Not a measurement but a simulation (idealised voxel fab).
The following process module bears the name voxel local oxidation.
Xsec cut, 260 nm wide, square cell size 5 nm.
Notation: cross-section as square-cell grid; stated in bands, top first, going down; one or more cell rows per band.
Heads up on the band format: heights come first, top then bottom, in nm. After that it's the materials left to right, each with its width in nm. A single material flagged "full width" fills the whole band edge to edge, and "air" means there's empty space there.
Basically, 0 is our baseline, since under it the wafer straight out of the box is all one material. The bottom band has no lower end and keeps on going down, so it looks like "top 0, no bottom".
Width spec "30 to 40" -> top row of cells at first value, bottom row at second value, equal per-row change in between.
"left unchanged" -> step changed no cross-section cell.
For the entry "Closed void register", the listed items are empty spaces with no open way to the top whose size is 8 cells or more; each item follows the pattern width x height at distance, where distance is from the left edge and all three are in nm.
The remark found on a step's line after its settings is issued by the simulator itself and pertains to that step.
"overlay nm" on a masked step: distance the mask lay right of its planned place, negative for left.

Process steps (planned)
step 1: RECEIVE, material Si
step 2: CONFORMAL_DEP, material SiO2, thk nm 5
step 3: CONFORMAL_DEP, material SiN, thk nm 10
step 4: PATTERN, tone cover, mask id ACTIVE, material resist, width nm 105, pitch nm 125, thk nm 20, overlay nm 0
step 5: DIRECTIONAL_ETCH, etch materials SiN, depth nm 10
step 6: STRIP, etch materials resist
step 7: SELECTIVE_ETCH, etch materials SiO2, depth nm 5
step 8: OXIDIZE, depth nm 15
step 9: STRIP, etch materials SiN

The first of a set of two wafers, run to plan

Cross-section: wafer on arrival = after step 1
- top 0, no bottom = Si full width
- Closed void register: none

Sectional view: wafer, after step 2
- top 5, bottom 0 = SiO2 full width
- Heights below 0 show no change.

Sectional view: wafer, after step 3
- top 15, bottom 5 = SiN full width
- Heights below 5 show no change.

Sectional view: wafer, after step 4
- top 35, bottom 15 = air (15), then resist (105), then air (20), then resist (105), then air (15)
- Heights below 15 show no change.

Sectional view: wafer, after step 5
- top 35, bottom 15 = air (15), then resist (105), then air (20), then resist (105), then air (15)
- top 15, bottom 5 = air (15), then SiN (105), then air (20), then SiN (105), then air (15)
- Heights below 5 show no change.

Sectional view: wafer, after step 6
- top 15, bottom 5 = air (15), then SiN (105), then air (20), then SiN (105), then air (15)
- Heights below 5 show no change.

Sectional view: wafer, after step 7
- top 15, bottom 5 = air (15), then SiN (105), then air (20), then SiN (105), then air (15)
- top 5, bottom 0 = air (20), then SiO2 (95), then air (30), then SiO2 (95), then air (20)
- Heights below 0 show no change.

Sectional view: wafer, after step 8
- top 15, bottom 5 = air (15), then SiN (105), then air (20), then SiN (105), then air (15)
- top 5, bottom 0 = air (20), then SiO2 (95), then air (30), then SiO2 (95), then air (20)
- top 0, bottom -15 = SiO2 (35), then Si (65), then SiO2 (60), then Si (65), then SiO2 (35)
- Heights below -15 show no change.

Sectional view: wafer, after step 9
- top 5, bottom 0 = air (20), then SiO2 (95), then air (30), then SiO2 (95), then air (20)
- Heights below 0 show no change.

Regarding the second of the two wafers: it shared the first wafer's starting condition and process plan, yet one error occurred during its execution. Its history coincides with that of the first wafer up to and including step 8

Second wafer, sectioned view, at step 9's planned end time: left unchanged
It is concluded that the wafer was processed incorrectly with respect to the plan, in that plan step 9: skipped, not run
Final tally in cells, some materials are higher or lower on the second wafer than on the first: 84 more of SiN
